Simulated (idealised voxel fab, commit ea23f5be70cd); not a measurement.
The document below concerns the process module designated voxel spacer lines.
Pictured: cross-section cut, 140 nm wide, on a grid of 5 nm square cells.
Notation: cross-section as square-cell grid; stated in bands, top first, going down; one or more cell rows per band. The entry gives the band's vertical extent as a top height and a bottom height in nm, then its horizontal make-up as materials from left to right, each with a width in nm. "blank" stands for empty space; a single material marked "all across" fills the band edge to edge. Beneath 0, the wafer as received is one material, and that level is where height counting begins. The lowest band goes on downward without a bottom; it is written like "0 -> down". Graded width ("30 to 40"): value in top row of band = first number; value in bottom row = second number; row-to-row change constant. "nothing changed", as given for a step, is the statement that not any cell of the cross-section underwent a change during that step. Under "Non-vented voids" you'll find the enclosed gaps, the ones with no way out to the top, that are 8 cells or bigger; each reads width x height at distance, with distance counted from the left edge, everything in nm. If you see something after the settings on a step's line, that's the simulator's own remark about that step. A step line may carry the setting "overlay nm", which, for steps involving a mask, states the distance by which the mask lay to the right of its intended position; negative values denote displacement to the left.

### Planned process steps
| 1 | RECEIVE: material Si |
| 2 | CONFORMAL_DEP: material SiO2, thk nm 5 |
| 3 | DIRECTIONAL_DEP: material TiN, thk nm 20 |
| 4 | DIRECTIONAL_DEP: material aC, thk nm 20 |
| 5 | PATTERN: tone cover, mask id MANDREL, material resist, width nm 20, pitch nm 60, thk nm 30, overlay nm 0 |
| 6 | DIRECTIONAL_ETCH: etch materials aC, depth nm 20 |
| 7 | STRIP: etch materials resist |
| 8 | CONFORMAL_DEP: material SiN, thk nm 10 |
| 9 | DIRECTIONAL_ETCH: etch materials SiN, depth nm 10 |
| 10 | STRIP: etch materials aC |
| 11 | DIRECTIONAL_ETCH: etch materials TiN, depth nm 20 |
| 12 | STRIP: etch materials SiN |
| 13 | FILL_DEP: material SiO2, thk nm 5 |
| 14 | CMP: height nm 25 |

### Received-state cross-section, reflecting completion of step 1
	0 -> down: Si all across
	Non-vented voids: none

### Cross-section at module end, one run error; start and plan unchanged from above
	25 -> 5: 20 nm SiO2 | 10 nm TiN | 25 nm SiO2 | 10 nm TiN | 15 nm SiO2 | 10 nm TiN | 25 nm SiO2 | 10 nm TiN | 15 nm SiO2
	5 -> 0: SiO2 all across
	0 -> down: Si all across
	Non-vented voids: none
It is concluded that the wafer was processed incorrectly with respect to the plan, in that it should be noted that step 5 was executed with settings other than those planned, the operation and settings actually applied being PATTERN: tone cover, mask id MANDREL, material resist, width nm 25, pitch nm 60, thk nm 30, overlay nm 0
